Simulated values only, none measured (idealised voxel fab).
The following process module bears the name voxel transistor to metal.
cross-section cut | 185 nm wide | cells 5 nm
Heads up, the way a cross-section reads in here is a grid of square cells, handed over as bands from the top down, with every band being one or more rows of cells.
The entry gives the band's vertical extent as a top height and a bottom height in nm, then its horizontal make-up as materials from left to right, each with a width in nm. "blank" stands for empty space; a single material marked "full width" fills the band edge to edge.
For the purposes of this specification, 0 denotes the height below which the wafer in its as-received condition is composed wholly of one material, and the lowermost band, lacking a lower limit, extends downward without end, as expressed in "from 0 down".
Note: "30->40" means the width goes from the first number (top row of the band) to the second number (bottom row) in equal steps per row of cells.
Basically "no modification" means that step didn't change any cell in the cross-section.
This entry, "Sealed void list", enumerates those empty regions of no fewer than 8 cells that possess no open connection to the top. Each region is reported in the form width x height at distance, the distance being taken from the left edge, with all three quantities expressed in nm.
Post-settings text on a step line: simulator's own remark regarding the step.
overlay nm: how far to the right of its planned place the mask lay on this masked step (negative: to the left).
The planned process steps are enumerated hereunder
1) RECEIVE, material Si
2) CONFORMAL_DEP, material SiO2, thk nm 5
3) CONFORMAL_DEP, material SiN, thk nm 10
4) PATTERN, tone cover, mask id ACTIVE, material resist, width nm 115, thk nm 15, overlay nm 0
5) DIRECTIONAL_ETCH, etch materials SiN, depth nm 10
6) DIRECTIONAL_ETCH, etch materials SiO2, depth nm 5
7) DIRECTIONAL_ETCH, etch materials Si, depth nm 20
8) STRIP, etch materials resist
9) FILL_DEP, material SiO2, thk nm 15
10) CMP, height nm 15
11) SELECTIVE_ETCH, etch materials SiO2, depth nm 10
12) STRIP, etch materials SiN
13) SELECTIVE_ETCH, etch materials SiO2, depth nm 5
14) OXIDIZE, depth nm 5
15) DIRECTIONAL_DEP, material polySi, thk nm 30
16) DIRECTIONAL_DEP, material SiCN, thk nm 15
17) MASKED_ETCH, tone cover, mask id GATE, width nm 25, etch materials SiCN, depth nm 25, overlay nm 0
18) MASKED_ETCH, tone cover, mask id GATE, width nm 25, etch materials polySi, depth nm 40, overlay nm 0
19) CONFORMAL_DEP, material SiO2, thk nm 5
20) DIRECTIONAL_ETCH, etch materials SiO2, depth nm 5
21) CONFORMAL_DEP, material SiN, thk nm 10
22) DIRECTIONAL_ETCH, etch materials SiN, depth nm 10
23) DIRECTIONAL_ETCH, etch materials SiO2, depth nm 5
24) DIRECTIONAL_ETCH, etch materials Si, depth nm 15
25) EPI, material pSi, thk nm 15
26) FILL_DEP, material SiO2, thk nm 5
27) CMP, height nm 30
28) STRIP, etch materials polySi
29) SELECTIVE_ETCH, etch materials SiO2, depth nm 5
30) CONFORMAL_DEP, material HfO2, thk nm 5
31) CONFORMAL_DEP, material TiN, thk nm 5
32) FILL_DEP, material W, thk nm 5
33) CMP, height nm 25
34) DIRECTIONAL_DEP, material SiO2, thk nm 10
35) MASKED_ETCH, tone open, mask id CONTACT, width nm 15, pitch nm 80, etch materials SiO2, depth nm 40, overlay nm 0
36) CONFORMAL_DEP, material TiN, thk nm 5
37) FILL_DEP, material Ru, thk nm 10
38) CMP, height nm 35
39) CONFORMAL_DEP, material SiCN, thk nm 5
40) DIRECTIONAL_DEP, material SiO2, thk nm 15
41) PATTERN, tone open, mask id METAL_1, material resist, width nm 15, pitch nm 80, thk nm 20, overlay nm 0
42) DIRECTIONAL_ETCH, etch materials SiO2, depth nm 15
43) DIRECTIONAL_ETCH, etch materials SiCN, depth nm 5
44) STRIP, etch materials resist
45) CONFORMAL_DEP, material TiN, thk nm 5
46) FILL_DEP, material Cu, thk nm 5
47) CMP, height nm 55
48) CONFORMAL_DEP, material SiN, thk nm 5
Wafer cross-section on receipt, i.e. after step 1
> from 0 down = Si full width
> Sealed void list: none
Sectioned view, first of two wafers, at the close of the module, processed as intended in the plan
> from 60 to 55 = SiN full width
> from 55 to 40 = 45 SiO2, 5 TiN, 5 Cu, 5 TiN, 65 SiO2, 5 TiN, 5 Cu, 5 TiN, 45 SiO2
> from 40 to 35 = 45 SiCN, 15 TiN, 65 SiCN, 15 TiN, 45 SiCN
> from 35 to 25 = 45 SiO2, 5 TiN, 5 Ru, 5 TiN, 65 SiO2, 5 TiN, 5 Ru, 5 TiN, 45 SiO2
> from 25 to 15 = 45 SiO2, 5 TiN, 5 Ru, 5 TiN, 5 SiO2, 10 SiN, 5 HfO2, 5 TiN, 15 W, 5 TiN, 5 HfO2, 10 SiN, 5 SiO2, 5 TiN, 5 Ru, 5 TiN, 45 SiO2
> from 15 to 10 = 45 SiO2, 15 TiN, 5 SiO2, 10 SiN, 5 HfO2, 5 TiN, 15 W, 5 TiN, 5 HfO2, 10 SiN, 5 SiO2, 15 TiN, 45 SiO2
> from 10 to 5 = 45 SiO2, 5 TiN, 15 pSi, 10 SiN, 5 HfO2, 5 TiN, 15 W, 5 TiN, 5 HfO2, 10 SiN, 15 pSi, 5 TiN, 45 SiO2
> from 5 to 0 = 45 SiO2, 5 TiN, 15 pSi, 10 SiN, 5 HfO2, 25 TiN, 5 HfO2, 10 SiN, 15 pSi, 5 TiN, 45 SiO2
> from 0 to -5 = 45 SiO2, 5 TiN, 15 pSi, 10 SiO2, 35 HfO2, 10 SiO2, 15 pSi, 5 TiN, 45 SiO2
> from -5 to -20 = 35 SiO2, 30 pSi, 55 Si, 30 pSi, 35 SiO2
> from -20 down = Si full width
> Sealed void list: none
Second wafer cross-section at end of module - shared start and plan with the first, one mistake in the run
> from 60 to 55 = SiN full width
> from 55 to 50 = 45 SiCN, 15 TiN, 65 SiCN, 15 TiN, 45 SiCN
> from 50 to 40 = Ru full width
> from 40 to 35 = 50 TiN, 5 Ru, 75 TiN, 5 Ru, 50 TiN
> from 35 to 25 = 45 SiO2, 5 TiN, 5 Ru, 5 TiN, 65 SiO2, 5 TiN, 5 Ru, 5 TiN, 45 SiO2
> from 25 to 15 = 45 SiO2, 5 TiN, 5 Ru, 5 TiN, 5 SiO2, 10 SiN, 5 HfO2, 5 TiN, 15 W, 5 TiN, 5 HfO2, 10 SiN, 5 SiO2, 5 TiN, 5 Ru, 5 TiN, 45 SiO2
> from 15 to 10 = 45 SiO2, 15 TiN, 5 SiO2, 10 SiN, 5 HfO2, 5 TiN, 15 W, 5 TiN, 5 HfO2, 10 SiN, 5 SiO2, 15 TiN, 45 SiO2
> from 10 to 5 = 45 SiO2, 5 TiN, 15 pSi, 10 SiN, 5 HfO2, 5 TiN, 15 W, 5 TiN, 5 HfO2, 10 SiN, 15 pSi, 5 TiN, 45 SiO2
> from 5 to 0 = 45 SiO2, 5 TiN, 15 pSi, 10 SiN, 5 HfO2, 25 TiN, 5 HfO2, 10 SiN, 15 pSi, 5 TiN, 45 SiO2
> from 0 to -5 = 45 SiO2, 5 TiN, 15 pSi, 10 SiO2, 35 HfO2, 10 SiO2, 15 pSi, 5 TiN, 45 SiO2
> from -5 to -20 = 35 SiO2, 30 pSi, 55 Si, 30 pSi, 35 SiO2
> from -20 down = Si full width
> Sealed void list: none
Plan not followed: yeah, step 38 of the plan got skipped, never ran
End of process, cell counts, second wafer against first, materials with more or fewer: Cu: 6 fewer | Ru: 76 more | SiO2: 93 fewer | TiN: 23 more
